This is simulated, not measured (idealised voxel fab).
A process module follows: voxel spacer lines.
cross-section cut | 280 nm wide | cells 5 nm
Cross-section layout: square cells on a grid; listed as bands, top to bottom; a band spans one or more cell rows.
It is stipulated that each band's entry specify, in nanometres, the height of the top of the band and then that of its bottom, followed by the materials of the band in left-to-right sequence, each together with its width in nanometres. A single material marked by the word "edge to edge" is understood to fill the band from edge to edge; the word "blank" is understood to denote empty space.
Heights from 0 (as-received wafer is one material below). Bottom band endless downward, as "top 0, no bottom".
Note: "30 to 40" means the width goes from the first number (top row of the band) to the second number (bottom row) in equal steps per row of cells.
When a step is marked "remains unaltered", none of the cells in the cross-section changed during that step.
Each empty space that has no open way to the top and spans at least 8 cells appears under "Unvented internal voids" as width x height at distance, the distance counted from the left edge, all in nm.
Anything after a step's settings on that line? It's the simulator's own note about the step.
When a step includes a mask, the "overlay nm" setting on its line states how far to the right of its planned place that mask lay, and negative values state how far to the left.
### The planned process steps are enumerated hereunder
1. RECEIVE,material Si
2. CONFORMAL_DEP,material Al2O3,thk nm 10
3. DIRECTIONAL_DEP,material SiN,thk nm 10
4. DIRECTIONAL_DEP,material aC,thk nm 20
5. PATTERN,tone cover,mask id MANDREL,material resist,width nm 25,pitch nm 70,thk nm 30,overlay nm 0
6. DIRECTIONAL_ETCH,etch materials aC,depth nm 20
7. STRIP,etch materials resist
8. CONFORMAL_DEP,material SiO2,thk nm 10
9. DIRECTIONAL_ETCH,etch materials SiO2,depth nm 10
10. STRIP,etch materials aC
11. DIRECTIONAL_ETCH,etch materials SiN,depth nm 10
12. STRIP,etch materials SiO2
### Wafer, first of two, run as planned
### Cross-section of the incoming wafer, state after step 1
	top 0, no bottom = Si edge to edge
	Unvented internal voids: none
### Wafer section view after processing step 2
	top 10, bottom 0 = Al2O3 edge to edge
	At heights below 0, the structure remains unaltered.
### Wafer section view after processing step 3
	top 20, bottom 10 = SiN edge to edge
	At heights below 10, the structure remains unaltered.
### Wafer section view after processing step 4
	top 40, bottom 20 = aC edge to edge
	At heights below 20, the structure remains unaltered.
### Wafer section view after processing step 5
	top 70, bottom 40 = 55 nm blank; 25 nm resist; 45 nm blank; 25 nm resist; 45 nm blank; 25 nm resist; 60 nm blank
	At heights below 40, the structure remains unaltered.
### Wafer section view after processing step 6
	top 50, bottom 40 = 55 nm blank; 25 nm resist; 45 nm blank; 25 nm resist; 45 nm blank; 25 nm resist; 60 nm blank
	top 40, bottom 20 = 55 nm blank; 25 nm aC; 45 nm blank; 25 nm aC; 45 nm blank; 25 nm aC; 60 nm blank
	At heights below 20, the structure remains unaltered.
### Wafer section view after processing step 7
	top 40, bottom 20 = 55 nm blank; 25 nm aC; 45 nm blank; 25 nm aC; 45 nm blank; 25 nm aC; 60 nm blank
	At heights below 20, the structure remains unaltered.
### Wafer section view after processing step 8
	top 50, bottom 40 = 45 nm blank; 45 nm SiO2; 25 nm blank; 45 nm SiO2; 25 nm blank; 45 nm SiO2; 50 nm blank
	top 40, bottom 30 = 45 nm blank; 10 nm SiO2; 25 nm aC; 10 nm SiO2; 25 nm blank; 10 nm SiO2; 25 nm aC; 10 nm SiO2; 25 nm blank; 10 nm SiO2; 25 nm aC; 10 nm SiO2; 50 nm blank
	top 30, bottom 20 = 55 nm SiO2; 25 nm aC; 45 nm SiO2; 25 nm aC; 45 nm SiO2; 25 nm aC; 60 nm SiO2
	At heights below 20, the structure remains unaltered.
### Wafer section view after processing step 9
	top 40, bottom 20 = 45 nm blank; 10 nm SiO2; 25 nm aC; 10 nm SiO2; 25 nm blank; 10 nm SiO2; 25 nm aC; 10 nm SiO2; 25 nm blank; 10 nm SiO2; 25 nm aC; 10 nm SiO2; 50 nm blank
	At heights below 20, the structure remains unaltered.
### Wafer section view after processing step 10
	top 40, bottom 20 = 45 nm blank; 10 nm SiO2; 25 nm blank; 10 nm SiO2; 25 nm blank; 10 nm SiO2; 25 nm blank; 10 nm SiO2; 25 nm blank; 10 nm SiO2; 25 nm blank; 10 nm SiO2; 50 nm blank
	At heights below 20, the structure remains unaltered.
### Wafer section view after processing step 11
	top 40, bottom 20 = 45 nm blank; 10 nm SiO2; 25 nm blank; 10 nm SiO2; 25 nm blank; 10 nm SiO2; 25 nm blank; 10 nm SiO2; 25 nm blank; 10 nm SiO2; 25 nm blank; 10 nm SiO2; 50 nm blank
	top 20, bottom 10 = 45 nm blank; 10 nm SiN; 25 nm blank; 10 nm SiN; 25 nm blank; 10 nm SiN; 25 nm blank; 10 nm SiN; 25 nm blank; 10 nm SiN; 25 nm blank; 10 nm SiN; 50 nm blank
	At heights below 10, the structure remains unaltered.
### Wafer section view after processing step 12
	top 20, bottom 10 = 45 nm blank; 10 nm SiN; 25 nm blank; 10 nm SiN; 25 nm blank; 10 nm SiN; 25 nm blank; 10 nm SiN; 25 nm blank; 10 nm SiN; 25 nm blank; 10 nm SiN; 50 nm blank
	At heights below 10, the structure remains unaltered.
### Okay, second wafer. Nothing different at the start, nothing different in the plan, just one mistake somewhere in the running. As far as step 4, counting that step, it's the first wafer all over again
### Second wafer shown in cross-section at the time step 5 was slated to end
	top 70, bottom 40 = 45 nm blank; 25 nm resist; 45 nm blank; 25 nm resist; 45 nm blank; 25 nm resist; 70 nm blank
	At heights below 40, the structure remains unaltered.
### Second wafer shown in cross-section at the time step 6 was slated to end
	top 50, bottom 40 = 45 nm blank; 25 nm resist; 45 nm blank; 25 nm resist; 45 nm blank; 25 nm resist; 70 nm blank
	top 40, bottom 20 = 45 nm blank; 25 nm aC; 45 nm blank; 25 nm aC; 45 nm blank; 25 nm aC; 70 nm blank
	At heights below 20, the structure remains unaltered.
### Second wafer shown in cross-section at the time step 7 was slated to end
	top 40, bottom 20 = 45 nm blank; 25 nm aC; 45 nm blank; 25 nm aC; 45 nm blank; 25 nm aC; 70 nm blank
	At heights below 20, the structure remains unaltered.
### Second wafer shown in cross-section at the time step 8 was slated to end
	top 50, bottom 40 = 35 nm blank; 45 nm SiO2; 25 nm blank; 45 nm SiO2; 25 nm blank; 45 nm SiO2; 60 nm blank
	top 40, bottom 30 = 35 nm blank; 10 nm SiO2; 25 nm aC; 10 nm SiO2; 25 nm blank; 10 nm SiO2; 25 nm aC; 10 nm SiO2; 25 nm blank; 10 nm SiO2; 25 nm aC; 10 nm SiO2; 60 nm blank
	top 30, bottom 20 = 45 nm SiO2; 25 nm aC; 45 nm SiO2; 25 nm aC; 45 nm SiO2; 25 nm aC; 70 nm SiO2
	At heights below 20, the structure remains unaltered.
### Second wafer shown in cross-section at the time step 9 was slated to end
	top 40, bottom 20 = 35 nm blank; 10 nm SiO2; 25 nm aC; 10 nm SiO2; 25 nm blank; 10 nm SiO2; 25 nm aC; 10 nm SiO2; 25 nm blank; 10 nm SiO2; 25 nm aC; 10 nm SiO2; 60 nm blank
	At heights below 20, the structure remains unaltered.
### Second wafer shown in cross-section at the time step 10 was slated to end
	top 40, bottom 20 = 35 nm blank; 10 nm SiO2; 25 nm blank; 10 nm SiO2; 25 nm blank; 10 nm SiO2; 25 nm blank; 10 nm SiO2; 25 nm blank; 10 nm SiO2; 25 nm blank; 10 nm SiO2; 60 nm blank
	At heights below 20, the structure remains unaltered.
### Second wafer shown in cross-section at the time step 11 was slated to end
	top 40, bottom 20 = 35 nm blank; 10 nm SiO2; 25 nm blank; 10 nm SiO2; 25 nm blank; 10 nm SiO2; 25 nm blank; 10 nm SiO2; 25 nm blank; 10 nm SiO2; 25 nm blank; 10 nm SiO2; 60 nm blank
	top 20, bottom 10 = 35 nm blank; 10 nm SiN; 25 nm blank; 10 nm SiN; 25 nm blank; 10 nm SiN; 25 nm blank; 10 nm SiN; 25 nm blank; 10 nm SiN; 25 nm blank; 10 nm SiN; 60 nm blank
	At heights below 10, the structure remains unaltered.
### Second wafer shown in cross-section at the time step 12 was slated to end
	top 20, bottom 10 = 35 nm blank; 10 nm SiN; 25 nm blank; 10 nm SiN; 25 nm blank; 10 nm SiN; 25 nm blank; 10 nm SiN; 25 nm blank; 10 nm SiN; 25 nm blank; 10 nm SiN; 60 nm blank
	At heights below 10, the structure remains unaltered.
Nonconformance to the process plan: step 5 did not use the planned setting and instead ran as PATTERN,tone cover,mask id MANDREL,material resist,width nm 25,pitch nm 70,thk nm 30,overlay nm -10
By the end, you'd get the same cell count for each material on either wafer, but the second wafer puts them somewhere else.
